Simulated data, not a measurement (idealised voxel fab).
Module name: voxel self aligned vias (process module)
The figure presents cross-section cut, which has a width of 235 nm and is divided into square cells with an edge length of 5 nm.
If you're reading a cross-section in this doc, picture square cells in a grid; it comes to you as bands, top ones listed first down to the bottom, and a band can be one or more rows of cells. This entry defines a band. It first specifies the height of the band's top and the height of its bottom in nm, and then specifies the band's materials from left to right, stating each material with its width in nm. The word "all across" identifies a single material that fills the band from edge to edge, while the word "air" identifies empty space. Where do heights start? At 0: under that level the wafer as delivered is made of one material only. And the lowest band has no floor; it just carries on downward, as in "0 -> down". The notation "30->40" denotes a width that varies across the rows of cells in the band, beginning at the first number in the top row, finishing at the second number in the bottom row, and changing by an identical amount from each row to the next. Reading "nothing was modified" for a step: not a cell of the cross-section changed in it. Empty spaces without an open route to the top, at least 8 cells in extent, make up the entry "Closed void list"; each is given as width x height at distance, where the distance is measured from the left edge, and all are in nm. Post-settings text on a step line: simulator's own remark regarding the step. "overlay nm" answers the question of how far to the right of plan the mask lay on a step that has a mask, and when it is negative the answer is to the left.

**Listed below are the process steps as planned**
1. RECEIVE [material Si]
2. CONFORMAL_DEP [material SiO2] [thk nm 10]
3. CONFORMAL_DEP [material SiCN] [thk nm 5]
4. DIRECTIONAL_DEP [material lowk] [thk nm 20]
5. MASKED_ETCH [tone open] [mask id LINES] [width nm 30] [pitch nm 70] [etch materials lowk] [depth nm 20] [overlay nm 0]
6. CONFORMAL_DEP [material TiN] [thk nm 5]
7. FILL_DEP [material W] [thk nm 10]
8. CMP [height nm 35]
9. SELECTIVE_ETCH [etch materials W Ru TiN] [depth nm 5]
10. FILL_DEP [material SiN] [thk nm 5]
11. CMP [height nm 35]
12. DIRECTIONAL_DEP [material lowk] [thk nm 15]
13. PATTERN [tone open] [mask id VIAS] [material resist] [width nm 50] [thk nm 20] [overlay nm 0]
14. DIRECTIONAL_ETCH [etch materials lowk] [depth nm 15]
15. DIRECTIONAL_ETCH [etch materials SiN] [depth nm 5]
16. STRIP [etch materials resist]
17. CONFORMAL_DEP [material TiN] [thk nm 5]
18. FILL_DEP [material Cu] [thk nm 5]
19. CMP [height nm 50]
20. CONFORMAL_DEP [material SiCN] [thk nm 5]
The thk nm used in step 20 is not the same on every wafer, whereas the starting condition is; the value printed in the plan is the first wafer's.

**The first of several wafers, as received after step 1, seen in section**
> 0 -> down | Si all across
> Closed void list: none

**Cross-section of the first of several wafers once the module has run through its last step, step 20**
> 55 -> 50 | SiCN all across
> 50 -> 40 | lowk (55) | TiN (5) | Cu (40) | TiN (5) | lowk (130)
> 40 -> 35 | lowk (55) | TiN (15) | Cu (20) | TiN (15) | lowk (130)
> 35 -> 30 | lowk (65) | TiN (30) | lowk (40) | SiN (30) | lowk (70)
> 30 -> 20 | lowk (65) | TiN (5) | W (20) | TiN (5) | lowk (40) | TiN (5) | W (20) | TiN (5) | lowk (70)
> 20 -> 15 | lowk (65) | TiN (30) | lowk (40) | TiN (30) | lowk (70)
> 15 -> 10 | SiCN all across
> 10 -> 0 | SiO2 all across
> 0 -> down | Si all across
> Closed void list: none

**Last wafer x-sec, end of module**
> 70 -> 50 | SiCN all across
> 50 -> 40 | lowk (55) | TiN (5) | Cu (40) | TiN (5) | lowk (130)
> 40 -> 35 | lowk (55) | TiN (15) | Cu (20) | TiN (15) | lowk (130)
> 35 -> 30 | lowk (65) | TiN (30) | lowk (40) | SiN (30) | lowk (70)
> 30 -> 20 | lowk (65) | TiN (5) | W (20) | TiN (5) | lowk (40) | TiN (5) | W (20) | TiN (5) | lowk (70)
> 20 -> 15 | lowk (65) | TiN (30) | lowk (40) | TiN (30) | lowk (70)
> 15 -> 10 | SiCN all across
> 10 -> 0 | SiO2 all across
> 0 -> down | Si all across
> Closed void list: none

**Per-wafer rows below. For each material: cells gained (+) or lost (-) since the wafer was received, as of end of module. Then: closed voids**
thk nm 5; +20 Cu; +94 SiCN; +6 SiN; +94 SiO2; +36 TiN; +16 W; +251 lowk; Closed void list: none
thk nm 10; +20 Cu; +141 SiCN; +6 SiN; +94 SiO2; +36 TiN; +16 W; +251 lowk; Closed void list: none
thk nm 15; +20 Cu; +188 SiCN; +6 SiN; +94 SiO2; +36 TiN; +16 W; +251 lowk; Closed void list: none
thk nm 20; +20 Cu; +235 SiCN; +6 SiN; +94 SiO2; +36 TiN; +16 W; +251 lowk; Closed void list: none
